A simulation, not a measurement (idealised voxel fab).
Herein follows the process module entitled voxel wiring stack.
Cross-section cut: width 250 nm, square cells of 5 nm.
Square cells in a grid make up a cross-section in this document, and the grid is given as bands, listed from the top down, each one or more rows of cells. First you get the band's top height and its bottom height, in nm, and then the materials it's made of, left to right, with each width in nm. If you see a single material with "all across", that one covers the band edge to edge. "air" is empty space. For the purposes of this specification, 0 denotes the height below which the wafer in its as-received condition is composed wholly of one material, and the lowermost band, lacking a lower limit, extends downward without end, as expressed in "0 -> down". Width: "30->40" (first number = top row, second number = bottom row, same change from row to row of cells). "nothing got changed" for a step: no cell of the cross-section changed in that step. In "Unvented cavities" the enclosed voids are listed, meaning empty spaces of 8 cells or larger without any opening to the top. The form is width x height at distance, distance from the left edge, units nm. On a step's line, text after the settings is the simulator commenting on that step. A step line may carry the setting "overlay nm", which, for steps involving a mask, states the distance by which the mask lay to the right of its intended position; negative values denote displacement to the left. From here on the document is pairs. In a pair, the cross-section before one process step comes with the cross-section after it, and the latter goes no deeper than the lowest band that changed. What lies in between, the step and its settings, is written under the pair. A pair may be from a different run of this module on the same starting wafer than the pair above it, so it continues from that pair only where its entry headed "Before the process" says so.
Before the process:
* 0 -> down = Si all across
* Unvented cavities: none
State After Step:
* 15 -> 0 = SiO2 all across
* Under 0: no change, same as before.
* Unvented cavities: none
Looking at the two cross-sections above, the step in the middle is CONFORMAL_DEP | material SiO2 | thk nm 15
Before the process: The pre-step condition corresponds to the post-step cross-section depicted in the pair directly above.
State After Step:
* 20 -> 15 = SiN all across
* Under 15: no change, same as before.
* Unvented cavities: none
Looking at the two cross-sections above, the step in the middle is CONFORMAL_DEP | material SiN | thk nm 5
Before the process: The pre-step condition corresponds to the post-step cross-section depicted in the pair directly above.
State After Step:
* 45 -> 20 = lowk all across
* Under 20: no change, same as before.
* Unvented cavities: none
Looking at the two cross-sections above, the step in the middle is DIRECTIONAL_DEP | material lowk | thk nm 25
Before the process: The pre-step condition corresponds to the post-step cross-section depicted in the pair directly above.
State After Step:
* 45 -> 20 = 35 lowk, then 30 air, then 20 lowk, then 30 air, then 20 lowk, then 30 air, then 20 lowk, then 30 air, then 35 lowk
* Under 20: no change, same as before.
* Unvented cavities: none
Looking at the two cross-sections above, the step in the middle is MASKED_ETCH | tone open | mask id METAL_1 | width nm 30 | pitch nm 50 | etch materials lowk | depth nm 25 | overlay nm 0
Before the process: The pre-step condition corresponds to the post-step cross-section depicted in the pair directly above.
State After Step:
* 45 -> 20 = 35 lowk, then 30 air, then 20 lowk, then 30 air, then 20 lowk, then 30 air, then 20 lowk, then 30 air, then 35 lowk
* 20 -> 15 = 35 SiN, then 30 air, then 20 SiN, then 30 air, then 20 SiN, then 30 air, then 20 SiN, then 30 air, then 35 SiN
* Under 15: no change, same as before.
* Unvented cavities: none
Looking at the two cross-sections above, the step in the middle is MASKED_ETCH | tone open | mask id METAL_1 | width nm 30 | pitch nm 50 | etch materials SiN | depth nm 5 | overlay nm 0
Before the process: The pre-step condition corresponds to the post-step cross-section depicted in the pair directly above.
State After Step:
* 50 -> 45 = 40 TiN, then 20 air, then 30 TiN, then 20 air, then 30 TiN, then 20 air, then 30 TiN, then 20 air, then 40 TiN
* 45 -> 20 = 35 lowk, then 5 TiN, then 20 air, then 5 TiN, then 20 lowk, then 5 TiN, then 20 air, then 5 TiN, then 20 lowk, then 5 TiN, then 20 air, then 5 TiN, then 20 lowk, then 5 TiN, then 20 air, then 5 TiN, then 35 lowk
* 20 -> 15 = 35 SiN, then 30 TiN, then 20 SiN, then 30 TiN, then 20 SiN, then 30 TiN, then 20 SiN, then 30 TiN, then 35 SiN
* Under 15: no change, same as before.
* Unvented cavities: none
Looking at the two cross-sections above, the step in the middle is CONFORMAL_DEP | material TiN | thk nm 5
Before the process: The pre-step condition corresponds to the post-step cross-section depicted in the pair directly above.
State After Step:
* 60 -> 50 = Cu all across
* 50 -> 45 = 40 TiN, then 20 Cu, then 30 TiN, then 20 Cu, then 30 TiN, then 20 Cu, then 30 TiN, then 20 Cu, then 40 TiN
* 45 -> 20 = 35 lowk, then 5 TiN, then 20 Cu, then 5 TiN, then 20 lowk, then 5 TiN, then 20 Cu, then 5 TiN, then 20 lowk, then 5 TiN, then 20 Cu, then 5 TiN, then 20 lowk, then 5 TiN, then 20 Cu, then 5 TiN, then 35 lowk
* Under 20: no change, same as before.
* Unvented cavities: none
Looking at the two cross-sections above, the step in the middle is FILL_DEP | material Cu | thk nm 10
Before the process: The pre-step condition corresponds to the post-step cross-section depicted in the pair directly above.
State After Step:
* 45 -> 20 = 35 lowk, then 5 TiN, then 20 Cu, then 5 TiN, then 20 lowk, then 5 TiN, then 20 Cu, then 5 TiN, then 20 lowk, then 5 TiN, then 20 Cu, then 5 TiN, then 20 lowk, then 5 TiN, then 20 Cu, then 5 TiN, then 35 lowk
* Under 20: no change, same as before.
* Unvented cavities: none
Looking at the two cross-sections above, the step in the middle is CMP | height nm 45
Before the process: The pre-step condition corresponds to the post-step cross-section depicted in the pair directly above.
State After Step:
* 50 -> 45 = SiCN all across
* Under 45: no change, same as before.
* Unvented cavities: none
Looking at the two cross-sections above, the step in the middle is CONFORMAL_DEP | material SiCN | thk nm 5
Before the process: The pre-step condition corresponds to the post-step cross-section depicted in the pair directly above.
State After Step:
* 65 -> 50 = lowk all across
* Under 50: no change, same as before.
* Unvented cavities: none
Looking at the two cross-sections above, the step in the middle is DIRECTIONAL_DEP | material lowk | thk nm 15
Before the process: The pre-step condition corresponds to the post-step cross-section depicted in the pair directly above.
State After Step:
* 80 -> 65 = aC all across
* Under 65: no change, same as before.
* Unvented cavities: none
Looking at the two cross-sections above, the step in the middle is DIRECTIONAL_DEP | material aC | thk nm 15
Before the process: The pre-step condition corresponds to the post-step cross-section depicted in the pair directly above.
State After Step:
* 110 -> 80 = 35 resist, then 15 air, then 35 resist, then 15 air, then 35 resist, then 15 air, then 35 resist, then 15 air, then 50 resist
* Under 80: no change, same as before.
* Unvented cavities: none
Looking at the two cross-sections above, the step in the middle is PATTERN | tone open | mask id PLUG_1 | material resist | width nm 15 | pitch nm 50 | thk nm 30 | overlay nm 0
Before the process: The pre-step condition corresponds to the post-step cross-section depicted in the pair directly above.
State After Step:
* 95 -> 80 = 35 resist, then 15 air, then 35 resist, then 15 air, then 35 resist, then 15 air, then 35 resist, then 15 air, then 50 resist
* 80 -> 65 = 35 aC, then 15 air, then 35 aC, then 15 air, then 35 aC, then 15 air, then 35 aC, then 15 air, then 50 aC
* Under 65: no change, same as before.
* Unvented cavities: none
Looking at the two cross-sections above, the step in the middle is DIRECTIONAL_ETCH | etch materials aC | depth nm 15
Before the process: The pre-step condition corresponds to the post-step cross-section depicted in the pair directly above.
State After Step:
* 80 -> 65 = 35 aC, then 15 air, then 35 aC, then 15 air, then 35 aC, then 15 air, then 35 aC, then 15 air, then 50 aC
* Under 65: no change, same as before.
* Unvented cavities: none
Looking at the two cross-sections above, the step in the middle is STRIP | etch materials resist
Before the process: The pre-step condition corresponds to the post-step cross-section depicted in the pair directly above.
State After Step:
* 80 -> 65 = 35 aC, then 15 air, then 35 aC, then 15 air, then 35 aC, then 15 air, then 35 aC, then 15 air, then 50 aC
* 65 -> 50 = 35 lowk, then 15 air, then 35 lowk, then 15 air, then 35 lowk, then 15 air, then 35 lowk, then 15 air, then 50 lowk
* Under 50: no change, same as before.
* Unvented cavities: none
Looking at the two cross-sections above, the step in the middle is DIRECTIONAL_ETCH | etch materials lowk | depth nm 15
Before the process: The pre-step condition corresponds to the post-step cross-section depicted in the pair directly above.
State After Step:
* 80 -> 65 = 35 aC, then 15 air, then 35 aC, then 15 air, then 35 aC, then 15 air, then 35 aC, then 15 air, then 50 aC
* 65 -> 50 = 35 lowk, then 15 air, then 35 lowk, then 15 air, then 35 lowk, then 15 air, then 35 lowk, then 15 air, then 50 lowk
* 50 -> 45 = 35 SiCN, then 15 air, then 35 SiCN, then 15 air, then 35 SiCN, then 15 air, then 35 SiCN, then 15 air, then 50 SiCN
* Under 45: no change, same as before.
* Unvented cavities: none
Looking at the two cross-sections above, the step in the middle is DIRECTIONAL_ETCH | etch materials SiCN | depth nm 5
Before the process: The pre-step condition corresponds to the post-step cross-section depicted in the pair directly above.
State After Step:
* 65 -> 50 = 35 lowk, then 15 air, then 35 lowk, then 15 air, then 35 lowk, then 15 air, then 35 lowk, then 15 air, then 50 lowk
* Under 50: no change, same as before.
* Unvented cavities: none
Looking at the two cross-sections above, the step in the middle is STRIP | etch materials aC
Before the process: The pre-step condition corresponds to the post-step cross-section depicted in the pair directly above.
State After Step:
* 70 -> 65 = 40 TiN, then 5 air, then 45 TiN, then 5 air, then 45 TiN, then 5 air, then 45 TiN, then 5 air, then 55 TiN
* 65 -> 50 = 35 lowk, then 5 TiN, then 5 air, then 5 TiN, then 35 lowk, then 5 TiN, then 5 air, then 5 TiN, then 35 lowk, then 5 TiN, then 5 air, then 5 TiN, then 35 lowk, then 5 TiN, then 5 air, then 5 TiN, then 50 lowk
* 50 -> 45 = 35 SiCN, then 15 TiN, then 35 SiCN, then 15 TiN, then 35 SiCN, then 15 TiN, then 35 SiCN, then 15 TiN, then 50 SiCN
* Under 45: no change, same as before.
* Unvented cavities: none
Looking at the two cross-sections above, the step in the middle is CONFORMAL_DEP | material TiN | thk nm 5
Before the process: The pre-step condition corresponds to the post-step cross-section depicted in the pair directly above.
State After Step:
* 80 -> 70 = W all across
* 70 -> 65 = 40 TiN, then 5 W, then 45 TiN, then 5 W, then 45 TiN, then 5 W, then 45 TiN, then 5 W, then 55 TiN
* 65 -> 50 = 35 lowk, then 5 TiN, then 5 W, then 5 TiN, then 35 lowk, then 5 TiN, then 5 W, then 5 TiN, then 35 lowk, then 5 TiN, then 5 W, then 5 TiN, then 35 lowk, then 5 TiN, then 5 W, then 5 TiN, then 50 lowk
* Under 50: no change, same as before.
* Unvented cavities: none
Looking at the two cross-sections above, the step in the middle is FILL_DEP | material W | thk nm 10
Before the process: The pre-step condition corresponds to the post-step cross-section depicted in the pair directly above.
State After Step:
* 65 -> 50 = 35 lowk, then 5 TiN, then 5 W, then 5 TiN, then 35 lowk, then 5 TiN, then 5 W, then 5 TiN, then 35 lowk, then 5 TiN, then 5 W, then 5 TiN, then 35 lowk, then 5 TiN, then 5 W, then 5 TiN, then 50 lowk
* Under 50: no change, same as before.
* Unvented cavities: none
Looking at the two cross-sections above, the step in the middle is CMP | height nm 65
Before the process: The pre-step condition corresponds to the post-step cross-section depicted in the pair directly above.
State After Step:
* 70 -> 65 = SiCN all across
* Under 65: no change, same as before.
* Unvented cavities: none
Looking at the two cross-sections above, the step in the middle is CONFORMAL_DEP | material SiCN | thk nm 5
Before the process: The pre-step condition corresponds to the post-step cross-section depicted in the pair directly above.
State After Step:
* 90 -> 70 = SiO2 all across
* Under 70: no change, same as before.
* Unvented cavities: none
Looking at the two cross-sections above, the step in the middle is DIRECTIONAL_DEP | material SiO2 | thk nm 20
Before the process: The pre-step condition corresponds to the post-step cross-section depicted in the pair directly above.
State After Step:
* 105 -> 90 = aC all across
* Under 90: no change, same as before.
* Unvented cavities: none
Looking at the two cross-sections above, the step in the middle is DIRECTIONAL_DEP | material aC | thk nm 15
Before the process: The pre-step condition corresponds to the post-step cross-section depicted in the pair directly above.
State After Step:
* 140 -> 105 = 35 resist, then 30 air, then 20 resist, then 30 air, then 20 resist, then 30 air, then 20 resist, then 30 air, then 35 resist
* Under 105: no change, same as before.
* Unvented cavities: none
Looking at the two cross-sections above, the step in the middle is PATTERN | tone open | mask id METAL_2 | material resist | width nm 30 | pitch nm 50 | thk nm 35 | overlay nm 0
Before the process: The pre-step condition corresponds to the post-step cross-section depicted in the pair directly above.
State After Step:
* 125 -> 105 = 35 resist, then 30 air, then 20 resist, then 30 air, then 20 resist, then 30 air, then 20 resist, then 30 air, then 35 resist
* 105 -> 90 = 35 aC, then 30 air, then 20 aC, then 30 air, then 20 aC, then 30 air, then 20 aC, then 30 air, then 35 aC
* Under 90: no change, same as before.
* Unvented cavities: none
Looking at the two cross-sections above, the step in the middle is DIRECTIONAL_ETCH | etch materials aC | depth nm 15
Before the process: The pre-step condition corresponds to the post-step cross-section depicted in the pair directly above.
State After Step:
* 105 -> 90 = 35 aC, then 30 air, then 20 aC, then 30 air, then 20 aC, then 30 air, then 20 aC, then 30 air, then 35 aC
* Under 90: no change, same as before.
* Unvented cavities: none
Looking at the two cross-sections above, the step in the middle is STRIP | etch materials resist
Before the process: The pre-step condition corresponds to the post-step cross-section depicted in the pair directly above.
State After Step:
* 105 -> 90 = 35 aC, then 30 air, then 20 aC, then 30 air, then 20 aC, then 30 air, then 20 aC, then 30 air, then 35 aC
* 90 -> 70 = 35 SiO2, then 30 air, then 20 SiO2, then 30 air, then 20 SiO2, then 30 air, then 20 SiO2, then 30 air, then 35 SiO2
* Under 70: no change, same as before.
* Unvented cavities: none
Looking at the two cross-sections above, the step in the middle is DIRECTIONAL_ETCH | etch materials SiO2 | depth nm 20
Before the process: The pre-step condition corresponds to the post-step cross-section depicted in the pair directly above.
State After Step:
* 105 -> 90 = 35 aC, then 30 air, then 20 aC, then 30 air, then 20 aC, then 30 air, then 20 aC, then 30 air, then 35 aC
* 90 -> 70 = 35 SiO2, then 30 air, then 20 SiO2, then 30 air, then 20 SiO2, then 30 air, then 20 SiO2, then 30 air, then 35 SiO2
* 70 -> 65 = 35 SiCN, then 30 air, then 20 SiCN, then 30 air, then 20 SiCN, then 30 air, then 20 SiCN, then 30 air, then 35 SiCN
* Under 65: no change, same as before.
* Unvented cavities: none
Looking at the two cross-sections above, the step in the middle is DIRECTIONAL_ETCH | etch materials SiCN | depth nm 5
Before the process: The pre-step condition corresponds to the post-step cross-section depicted in the pair directly above.
State After Step:
* 90 -> 70 = 35 SiO2, then 30 air, then 20 SiO2, then 30 air, then 20 SiO2, then 30 air, then 20 SiO2, then 30 air, then 35 SiO2
* Under 70: no change, same as before.
* Unvented cavities: none
Looking at the two cross-sections above, the step in the middle is STRIP | etch materials aC
Before the process: The pre-step condition corresponds to the post-step cross-section depicted in the pair directly above.
State After Step:
* 95 -> 90 = 40 TiN, then 20 air, then 30 TiN, then 20 air, then 30 TiN, then 20 air, then 30 TiN, then 20 air, then 40 TiN
* 90 -> 70 = 35 SiO2, then 5 TiN, then 20 air, then 5 TiN, then 20 SiO2, then 5 TiN, then 20 air, then 5 TiN, then 20 SiO2, then 5 TiN, then 20 air, then 5 TiN, then 20 SiO2, then 5 TiN, then 20 air, then 5 TiN, then 35 SiO2
* 70 -> 65 = 35 SiCN, then 30 TiN, then 20 SiCN, then 30 TiN, then 20 SiCN, then 30 TiN, then 20 SiCN, then 30 TiN, then 35 SiCN
* Under 65: no change, same as before.
* Unvented cavities: none
Looking at the two cross-sections above, the step in the middle is CONFORMAL_DEP | material TiN | thk nm 5
Before the process: The pre-step condition corresponds to the post-step cross-section depicted in the pair directly above.
State After Step:
* 100 -> 95 = Cu all across
* 95 -> 90 = 40 TiN, then 20 Cu, then 30 TiN, then 20 Cu, then 30 TiN, then 20 Cu, then 30 TiN, then 20 Cu, then 40 TiN
* 90 -> 70 = 35 SiO2, then 5 TiN, then 20 Cu, then 5 TiN, then 20 SiO2, then 5 TiN, then 20 Cu, then 5 TiN, then 20 SiO2, then 5 TiN, then 20 Cu, then 5 TiN, then 20 SiO2, then 5 TiN, then 20 Cu, then 5 TiN, then 35 SiO2
* Under 70: no change, same as before.
* Unvented cavities: none
Looking at the two cross-sections above, the step in the middle is FILL_DEP | material Cu | thk nm 5
Before the process: The pre-step condition corresponds to the post-step cross-section depicted in the pair directly above.
State After Step:
* 90 -> 70 = 35 SiO2, then 5 TiN, then 20 Cu, then 5 TiN, then 20 SiO2, then 5 TiN, then 20 Cu, then 5 TiN, then 20 SiO2, then 5 TiN, then 20 Cu, then 5 TiN, then 20 SiO2, then 5 TiN, then 20 Cu, then 5 TiN, then 35 SiO2
* Under 70: no change, same as before.
* Unvented cavities: none
Looking at the two cross-sections above, the step in the middle is CMP | height nm 90
Before the process: The pre-step condition corresponds to the post-step cross-section depicted in the pair directly above.
State After Step:
* 95 -> 90 = SiCN all across
* Under 90: no change, same as before.
* Unvented cavities: none
Looking at the two cross-sections above, the step in the middle is CONFORMAL_DEP | material SiCN | thk nm 5
Before the process: The pre-step condition corresponds to the post-step cross-section depicted in the pair directly above.
State After Step:
* 105 -> 95 = lowk all across
* Under 95: no change, same as before.
* Unvented cavities: none
Looking at the two cross-sections above, the step in the middle is DIRECTIONAL_DEP | material lowk | thk nm 10
Before the process: The pre-step condition corresponds to the post-step cross-section depicted in the pair directly above.
State After Step:
* 115 -> 105 = aC all across
* Under 105: no change, same as before.
* Unvented cavities: none
Looking at the two cross-sections above, the step in the middle is DIRECTIONAL_DEP | material aC | thk nm 10
Before the process: The pre-step condition corresponds to the post-step cross-section depicted in the pair directly above.
State After Step:
* 140 -> 115 = 35 resist, then 15 air, then 35 resist, then 15 air, then 35 resist, then 15 air, then 35 resist, then 15 air, then 50 resist
* Under 115: no change, same as before.
* Unvented cavities: none
Looking at the two cross-sections above, the step in the middle is PATTERN | tone open | mask id PLUG_2 | material resist | width nm 15 | pitch nm 50 | thk nm 25 | overlay nm 0
Before the process: The pre-step condition corresponds to the post-step cross-section depicted in the pair directly above.
State After Step:
* 130 -> 115 = 35 resist, then 15 air, then 35 resist, then 15 air, then 35 resist, then 15 air, then 35 resist, then 15 air, then 50 resist
* 115 -> 105 = 35 aC, then 15 air, then 35 aC, then 15 air, then 35 aC, then 15 air, then 35 aC, then 15 air, then 50 aC
* Under 105: no change, same as before.
* Unvented cavities: none
Looking at the two cross-sections above, the step in the middle is DIRECTIONAL_ETCH | etch materials aC | depth nm 10
Before the process: The pre-step condition corresponds to the post-step cross-section depicted in the pair directly above.
State After Step:
* 115 -> 105 = 35 aC, then 15 air, then 35 aC, then 15 air, then 35 aC, then 15 air, then 35 aC, then 15 air, then 50 aC
* Under 105: no change, same as before.
* Unvented cavities: none
Looking at the two cross-sections above, the step in the middle is STRIP | etch materials resist
Before the process: The pre-step condition corresponds to the post-step cross-section depicted in the pair directly above.
State After Step:
* 115 -> 105 = 35 aC, then 15 air, then 35 aC, then 15 air, then 35 aC, then 15 air, then 35 aC, then 15 air, then 50 aC
* 105 -> 95 = 35 lowk, then 15 air, then 35 lowk, then 15 air, then 35 lowk, then 15 air, then 35 lowk, then 15 air, then 50 lowk
* Under 95: no change, same as before.
* Unvented cavities: none
Looking at the two cross-sections above, the step in the middle is DIRECTIONAL_ETCH | etch materials lowk | depth nm 10
Before the process: The pre-step condition corresponds to the post-step cross-section depicted in the pair directly above.
State After Step:
* 115 -> 105 = 35 aC, then 15 air, then 35 aC, then 15 air, then 35 aC, then 15 air, then 35 aC, then 15 air, then 50 aC
* 105 -> 95 = 35 lowk, then 15 air, then 35 lowk, then 15 air, then 35 lowk, then 15 air, then 35 lowk, then 15 air, then 50 lowk
* 95 -> 90 = 35 SiCN, then 15 air, then 35 SiCN, then 15 air, then 35 SiCN, then 15 air, then 35 SiCN, then 15 air, then 50 SiCN
* Under 90: no change, same as before.
* Unvented cavities: none
Looking at the two cross-sections above, the step in the middle is DIRECTIONAL_ETCH | etch materials SiCN | depth nm 5
Before the process: The pre-step condition corresponds to the post-step cross-section depicted in the pair directly above.
State After Step:
* 105 -> 95 = 35 lowk, then 15 air, then 35 lowk, then 15 air, then 35 lowk, then 15 air, then 35 lowk, then 15 air, then 50 lowk
* Under 95: no change, same as before.
* Unvented cavities: none
Looking at the two cross-sections above, the step in the middle is STRIP | etch materials aC
Before the process: The pre-step condition corresponds to the post-step cross-section depicted in the pair directly above.
State After Step:
* 105 -> 100 = 35 lowk, then 15 air, then 35 lowk, then 15 air, then 35 lowk, then 15 air, then 35 lowk, then 15 air, then 50 lowk
* 100 -> 95 = 35 lowk, then 15 Ru, then 35 lowk, then 15 Ru, then 35 lowk, then 15 Ru, then 35 lowk, then 15 Ru, then 50 lowk
* 95 -> 90 = 35 SiCN, then 15 Ru, then 35 SiCN, then 15 Ru, then 35 SiCN, then 15 Ru, then 35 SiCN, then 15 Ru, then 50 SiCN
* Under 90: no change, same as before.
* Unvented cavities: none
Looking at the two cross-sections above, the step in the middle is EPI | material Ru | thk nm 10
Before the process: The pre-step condition corresponds to the post-step cross-section depicted in the pair directly above.
State After Step:
* 105 -> 95 = 35 lowk, then 15 Ru, then 35 lowk, then 15 Ru, then 35 lowk, then 15 Ru, then 35 lowk, then 15 Ru, then 50 lowk
* Under 95: no change, same as before.
* Unvented cavities: none
Looking at the two cross-sections above, the step in the middle is EPI | material Ru | thk nm 5
Before the process: The pre-step condition corresponds to the post-step cross-section depicted in the pair directly above.
State After Step:
* 110 -> 105 = SiN all across
* Under 105: no change, same as before.
* Unvented cavities: none
Looking at the two cross-sections above, the step in the middle is CONFORMAL_DEP | material SiN | thk nm 5
Before the process: The pre-step condition corresponds to the post-step cross-section depicted in the pair directly above.
State After Step:
* 125 -> 110 = SiO2 all across
* Under 110: no change, same as before.
* Unvented cavities: none
Looking at the two cross-sections above, the step in the middle is DIRECTIONAL_DEP | material SiO2 | thk nm 15
Before the process: The pre-step condition corresponds to the post-step cross-section depicted in the pair directly above.
State After Step:
* 140 -> 125 = aC all across
* Under 125: no change, same as before.
* Unvented cavities: none
Looking at the two cross-sections above, the step in the middle is DIRECTIONAL_DEP | material aC | thk nm 15
Before the process: The pre-step condition corresponds to the post-step cross-section depicted in the pair directly above.
State After Step:
* 175 -> 140 = 35 resist, then 30 air, then 20 resist, then 30 air, then 20 resist, then 30 air, then 20 resist, then 30 air, then 35 resist
* Under 140: no change, same as before.
* Unvented cavities: none
Looking at the two cross-sections above, the step in the middle is PATTERN | tone open | mask id METAL_3 | material resist | width nm 30 | pitch nm 50 | thk nm 35 | overlay nm 0
Before the process: The pre-step condition corresponds to the post-step cross-section depicted in the pair directly above.
State After Step:
* 160 -> 140 = 35 resist, then 30 air, then 20 resist, then 30 air, then 20 resist, then 30 air, then 20 resist, then 30 air, then 35 resist
* 140 -> 125 = 35 aC, then 30 air, then 20 aC, then 30 air, then 20 aC, then 30 air, then 20 aC, then 30 air, then 35 aC
* Under 125: no change, same as before.
* Unvented cavities: none
Looking at the two cross-sections above, the step in the middle is DIRECTIONAL_ETCH | etch materials aC | depth nm 15
Before the process: The pre-step condition corresponds to the post-step cross-section depicted in the pair directly above.
State After Step:
* 140 -> 125 = 35 aC, then 30 air, then 20 aC, then 30 air, then 20 aC, then 30 air, then 20 aC, then 30 air, then 35 aC
* Under 125: no change, same as before.
* Unvented cavities: none
Looking at the two cross-sections above, the step in the middle is STRIP | etch materials resist
Before the process: The pre-step condition corresponds to the post-step cross-section depicted in the pair directly above.
State After Step:
* 140 -> 125 = 35 aC, then 30 air, then 20 aC, then 30 air, then 20 aC, then 30 air, then 20 aC, then 30 air, then 35 aC
* 125 -> 110 = 35 SiO2, then 30 air, then 20 SiO2, then 30 air, then 20 SiO2, then 30 air, then 20 SiO2, then 30 air, then 35 SiO2
* Under 110: no change, same as before.
* Unvented cavities: none
Looking at the two cross-sections above, the step in the middle is DIRECTIONAL_ETCH | etch materials SiO2 | depth nm 15
Before the process: The pre-step condition corresponds to the post-step cross-section depicted in the pair directly above.
State After Step:
* 140 -> 125 = 35 aC, then 30 air, then 20 aC, then 30 air, then 20 aC, then 30 air, then 20 aC, then 30 air, then 35 aC
* 125 -> 110 = 35 SiO2, then 30 air, then 20 SiO2, then 30 air, then 20 SiO2, then 30 air, then 20 SiO2, then 30 air, then 35 SiO2
* 110 -> 105 = 35 SiN, then 30 air, then 20 SiN, then 30 air, then 20 SiN, then 30 air, then 20 SiN, then 30 air, then 35 SiN
* Under 105: no change, same as before.
* Unvented cavities: none
Looking at the two cross-sections above, the step in the middle is DIRECTIONAL_ETCH | etch materials SiN | depth nm 5
Before the process: The pre-step condition corresponds to the post-step cross-section depicted in the pair directly above.
State After Step:
* 125 -> 110 = 35 SiO2, then 30 air, then 20 SiO2, then 30 air, then 20 SiO2, then 30 air, then 20 SiO2, then 30 air, then 35 SiO2
* Under 110: no change, same as before.
* Unvented cavities: none
Looking at the two cross-sections above, the step in the middle is STRIP | etch materials aC
Before the process: The pre-step condition corresponds to the post-step cross-section depicted in the pair directly above.
State After Step:
* 130 -> 125 = 40 TiN, then 20 air, then 30 TiN, then 20 air, then 30 TiN, then 20 air, then 30 TiN, then 20 air, then 40 TiN
* 125 -> 110 = 35 SiO2, then 5 TiN, then 20 air, then 5 TiN, then 20 SiO2, then 5 TiN, then 20 air, then 5 TiN, then 20 SiO2, then 5 TiN, then 20 air, then 5 TiN, then 20 SiO2, then 5 TiN, then 20 air, then 5 TiN, then 35 SiO2
* 110 -> 105 = 35 SiN, then 30 TiN, then 20 SiN, then 30 TiN, then 20 SiN, then 30 TiN, then 20 SiN, then 30 TiN, then 35 SiN
* Under 105: no change, same as before.
* Unvented cavities: none
Looking at the two cross-sections above, the step in the middle is CONFORMAL_DEP | material TiN | thk nm 5
Before the process: The pre-step condition corresponds to the post-step cross-section depicted in the pair directly above.
State After Step:
* 135 -> 130 = Cu all across
* 130 -> 125 = 40 TiN, then 20 Cu, then 30 TiN, then 20 Cu, then 30 TiN, then 20 Cu, then 30 TiN, then 20 Cu, then 40 TiN
* 125 -> 110 = 35 SiO2, then 5 TiN, then 20 Cu, then 5 TiN, then 20 SiO2, then 5 TiN, then 20 Cu, then 5 TiN, then 20 SiO2, then 5 TiN, then 20 Cu, then 5 TiN, then 20 SiO2, then 5 TiN, then 20 Cu, then 5 TiN, then 35 SiO2
* Under 110: no change, same as before.
* Unvented cavities: none
Looking at the two cross-sections above, the step in the middle is FILL_DEP | material Cu | thk nm 5
Before the process: The pre-step condition corresponds to the post-step cross-section depicted in the pair directly above.
State After Step:
* 125 -> 110 = 35 SiO2, then 5 TiN, then 20 Cu, then 5 TiN, then 20 SiO2, then 5 TiN, then 20 Cu, then 5 TiN, then 20 SiO2, then 5 TiN, then 20 Cu, then 5 TiN, then 20 SiO2, then 5 TiN, then 20 Cu, then 5 TiN, then 35 SiO2
* Under 110: no change, same as before.
* Unvented cavities: none
Looking at the two cross-sections above, the step in the middle is CMP | height nm 125
Before the process: The pre-step condition corresponds to the post-step cross-section depicted in the pair directly above.
State After Step:
* 130 -> 125 = 30 air, then 40 Ru, then 10 air, then 40 Ru, then 10 air, then 40 Ru, then 10 air, then 40 Ru, then 30 air
* Under 125: no change, same as before.
* Unvented cavities: none
Looking at the two cross-sections above, the step in the middle is EPI | material Ru | thk nm 5
Before the process: The pre-step condition corresponds to the post-step cross-section depicted in the pair directly above.
State After Step:
* 135 -> 130 = SiCN all across
* 130 -> 125 = 30 SiCN, then 40 Ru, then 10 SiCN, then 40 Ru, then 10 SiCN, then 40 Ru, then 10 SiCN, then 40 Ru, then 30 SiCN
* Under 125: no change, same as before.
* Unvented cavities: none
Looking at the two cross-sections above, the step in the middle is FILL_DEP | material SiCN | thk nm 5
Before the process:
* 0 -> down = Si all across
* Unvented cavities: none
State After Step:
* 5 -> 0 = SiN all across
* Under 0: no change, same as before.
* Unvented cavities: none
Looking at the two cross-sections above, the step in the middle is CONFORMAL_DEP | material SiN | thk nm 5
Before the process: The pre-step condition corresponds to the post-step cross-section depicted in the pair directly above.
State After Step:
* 30 -> 5 = lowk all across
* Under 5: no change, same as before.
* Unvented cavities: none
Looking at the two cross-sections above, the step in the middle is DIRECTIONAL_DEP | material lowk | thk nm 25
Before the process: The pre-step condition corresponds to the post-step cross-section depicted in the pair directly above.
State After Step:
* 30 -> 5 = 35 lowk, then 30 air, then 20 lowk, then 30 air, then 20 lowk, then 30 air, then 20 lowk, then 30 air, then 35 lowk
* Under 5: no change, same as before.
* Unvented cavities: none
Looking at the two cross-sections above, the step in the middle is MASKED_ETCH | tone open | mask id METAL_1 | width nm 30 | pitch nm 50 | etch materials lowk | depth nm 25 | overlay nm 0
Before the process: The pre-step condition corresponds to the post-step cross-section depicted in the pair directly above.
State After Step:
* 30 -> 5 = 35 lowk, then 30 air, then 20 lowk, then 30 air, then 20 lowk, then 30 air, then 20 lowk, then 30 air, then 35 lowk
* 5 -> 0 = 35 SiN, then 30 air, then 20 SiN, then 30 air, then 20 SiN, then 30 air, then 20 SiN, then 30 air, then 35 SiN
* Under 0: no change, same as before.
* Unvented cavities: none
Looking at the two cross-sections above, the step in the middle is MASKED_ETCH | tone open | mask id METAL_1 | width nm 30 | pitch nm 50 | etch materials SiN | depth nm 5 | overlay nm 0
Before the process: The pre-step condition corresponds to the post-step cross-section depicted in the pair directly above.
State After Step:
* 35 -> 30 = 40 TiN, then 20 air, then 30 TiN, then 20 air, then 30 TiN, then 20 air, then 30 TiN, then 20 air, then 40 TiN
* 30 -> 5 = 35 lowk, then 5 TiN, then 20 air, then 5 TiN, then 20 lowk, then 5 TiN, then 20 air, then 5 TiN, then 20 lowk, then 5 TiN, then 20 air, then 5 TiN, then 20 lowk, then 5 TiN, then 20 air, then 5 TiN, then 35 lowk
* 5 -> 0 = 35 SiN, then 30 TiN, then 20 SiN, then 30 TiN, then 20 SiN, then 30 TiN, then 20 SiN, then 30 TiN, then 35 SiN
* Under 0: no change, same as before.
* Unvented cavities: none
Looking at the two cross-sections above, the step in the middle is CONFORMAL_DEP | material TiN | thk nm 5
Before the process: The pre-step condition corresponds to the post-step cross-section depicted in the pair directly above.
State After Step:
* 45 -> 35 = Cu all across
* 35 -> 30 = 40 TiN, then 20 Cu, then 30 TiN, then 20 Cu, then 30 TiN, then 20 Cu, then 30 TiN, then 20 Cu, then 40 TiN
* 30 -> 5 = 35 lowk, then 5 TiN, then 20 Cu, then 5 TiN, then 20 lowk, then 5 TiN, then 20 Cu, then 5 TiN, then 20 lowk, then 5 TiN, then 20 Cu, then 5 TiN, then 20 lowk, then 5 TiN, then 20 Cu, then 5 TiN, then 35 lowk
* Under 5: no change, same as before.
* Unvented cavities: none
Looking at the two cross-sections above, the step in the middle is FILL_DEP | material Cu | thk nm 10
Before the process: The pre-step condition corresponds to the post-step cross-section depicted in the pair directly above.
State After Step:
* 50 -> 45 = SiCN all across
* Under 45: no change, same as before.
* Unvented cavities: none
Looking at the two cross-sections above, the step in the middle is CONFORMAL_DEP | material SiCN | thk nm 5
